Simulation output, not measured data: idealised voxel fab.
The following process module bears the name voxel wiring stack.
FYI the section here is cut, 280 nm wide, cells are 5 nm squares.
Format of a cross-section: grid, square cells. Given as bands. Order: top down. Band: one or more rows of cells.
Look at the band entry: it leads with the top's height and the bottom's height in nm. Then it lists the materials left to right, with a width in nm for each. The word "everywhere" on a single material says that material fills the band edge to edge. The word "air" is empty space.
All heights in this document are referenced to 0, defined as the level beneath which the wafer, as received, consists entirely of one material. The lowest band is not bounded below; it extends indefinitely downward and is written in the form "0 -> down".
Graded width ("30..40"): value in top row of band = first number; value in bottom row = second number; row-to-row change constant.
Step note "nothing altered" = no cross-section cell changed.
Under "Closed void roster" you'll find the enclosed gaps, the ones with no way out to the top, that are 8 cells or bigger; each reads width x height at distance, with distance counted from the left edge, everything in nm.
Read whatever lies past the settings on a step's line as the simulator's own remark about the step.
Each step line may optionally specify "overlay nm", which for a step with a mask gives the rightward distance between the mask's planned place and where it lay, a negative value indicating the leftward direction.
[The planned process steps are enumerated hereunder]
| 1 | op RECEIVE | material Si |
| 2 | op CONFORMAL_DEP | material SiO2 | thk nm 10 |
| 3 | op CONFORMAL_DEP | material SiN | thk nm 5 |
| 4 | op DIRECTIONAL_DEP | material lowk | thk nm 25 |
| 5 | op PATTERN | tone open | mask id METAL_1 | material resist | width nm 25 | pitch nm 40 | thk nm 20 | overlay nm 0 |
| 6 | op DIRECTIONAL_ETCH | etch materials lowk | depth nm 25 |
| 7 | op DIRECTIONAL_ETCH | etch materials SiN | depth nm 5 |
| 8 | op STRIP | etch materials resist |
| 9 | op CONFORMAL_DEP | material TiN | thk nm 5 |
| 10 | op FILL_DEP | material W | thk nm 5 |
| 11 | op CMP | height nm 40 |
| 12 | op CONFORMAL_DEP | material SiCN | thk nm 5 |
| 13 | op DIRECTIONAL_DEP | material SiO2 | thk nm 30 |
| 14 | op PATTERN | tone open | mask id METAL_2_HOLES | material resist | width nm 15 | pitch nm 40 | thk nm 20 | overlay nm 0 |
| 15 | op DIRECTIONAL_ETCH | etch materials SiO2 | depth nm 30 |
| 16 | op STRIP | etch materials resist |
| 17 | op DIRECTIONAL_DEP | material aC | thk nm 15 |
| 18 | op PATTERN | tone open | mask id METAL_2 | material resist | width nm 25 | pitch nm 40 | thk nm 30 | overlay nm 0 |
| 19 | op DIRECTIONAL_ETCH | etch materials aC | depth nm 15 |
| 20 | op STRIP | etch materials resist |
| 21 | op DIRECTIONAL_ETCH | etch materials SiO2 | depth nm 15 |
| 22 | op DIRECTIONAL_ETCH | etch materials SiCN | depth nm 5 |
| 23 | op STRIP | etch materials aC |
| 24 | op CONFORMAL_DEP | material TiN | thk nm 5 |
| 25 | op FILL_DEP | material Cu | thk nm 10 |
| 26 | op CMP | height nm 75 |
| 27 | op CONFORMAL_DEP | material SiCN | thk nm 5 |
| 28 | op DIRECTIONAL_DEP | material lowk | thk nm 25 |
| 29 | op PATTERN | tone open | mask id METAL_3_HOLES | material resist | width nm 15 | pitch nm 40 | thk nm 20 | overlay nm 0 |
| 30 | op DIRECTIONAL_ETCH | etch materials lowk | depth nm 25 |
| 31 | op STRIP | etch materials resist |
| 32 | op DIRECTIONAL_DEP | material aC | thk nm 10 |
| 33 | op PATTERN | tone open | mask id METAL_3 | material resist | width nm 25 | pitch nm 40 | thk nm 30 | overlay nm 0 |
| 34 | op DIRECTIONAL_ETCH | etch materials aC | depth nm 10 |
| 35 | op STRIP | etch materials resist |
| 36 | op DIRECTIONAL_ETCH | etch materials lowk | depth nm 15 |
| 37 | op DIRECTIONAL_ETCH | etch materials SiCN | depth nm 5 |
| 38 | op STRIP | etch materials aC |
| 39 | op CONFORMAL_DEP | material TiN | thk nm 5 |
| 40 | op FILL_DEP | material Cu | thk nm 10 |
| 41 | op CMP | height nm 105 |
| 42 | op CONFORMAL_DEP | material SiCN | thk nm 5 |
[Cross-section of the wafer upon arrival, representing the state reached after step 1]
* 0 -> down  Si everywhere
* Closed void roster: none
[a wafer at the end: this start, this plan, one mistake]
* 110 -> 105  SiCN everywhere
* 105 -> 95  65 nm lowk, then 5 nm TiN, then 15 nm Cu, then 5 nm TiN, then 15 nm lowk, then 5 nm TiN, then 15 nm Cu, then 5 nm TiN, then 15 nm lowk, then 5 nm TiN, then 15 nm Cu, then 5 nm TiN, then 15 nm lowk, then 5 nm TiN, then 15 nm Cu, then 5 nm TiN, then 70 nm lowk
* 95 -> 90  65 nm lowk, then 5 nm TiN, then 5 nm Cu, then 15 nm TiN, then 15 nm lowk, then 5 nm TiN, then 5 nm Cu, then 15 nm TiN, then 15 nm lowk, then 5 nm TiN, then 5 nm Cu, then 15 nm TiN, then 15 nm lowk, then 5 nm TiN, then 5 nm Cu, then 15 nm TiN, then 70 nm lowk
* 90 -> 80  65 nm lowk, then 5 nm TiN, then 5 nm Cu, then 5 nm TiN, then 25 nm lowk, then 5 nm TiN, then 5 nm Cu, then 5 nm TiN, then 25 nm lowk, then 5 nm TiN, then 5 nm Cu, then 5 nm TiN, then 25 nm lowk, then 5 nm TiN, then 5 nm Cu, then 5 nm TiN, then 80 nm lowk
* 80 -> 70  65 nm SiCN, then 15..25 nm TiN, then 25..15 nm SiCN, then 15..25 nm TiN, then 25..15 nm SiCN, then 15..25 nm TiN, then 25..15 nm SiCN, then 15..25 nm TiN, then 80..70 nm SiCN
* 70 -> 40  SiO2 everywhere
* 40 -> 15  65 nm lowk, then 5 nm TiN, then 15 nm W, then 5 nm TiN, then 15 nm lowk, then 5 nm TiN, then 15 nm W, then 5 nm TiN, then 15 nm lowk, then 5 nm TiN, then 15 nm W, then 5 nm TiN, then 15 nm lowk, then 5 nm TiN, then 15 nm W, then 5 nm TiN, then 70 nm lowk
* 15 -> 10  65 nm SiN, then 25 nm TiN, then 15 nm SiN, then 25 nm TiN, then 15 nm SiN, then 25 nm TiN, then 15 nm SiN, then 25 nm TiN, then 70 nm SiN
* 10 -> 0  SiO2 everywhere
* 0 -> down  Si everywhere
* Closed void roster: none
Processing error: it was found that steps 12 and 13 of the process plan had been performed in exchanged positions
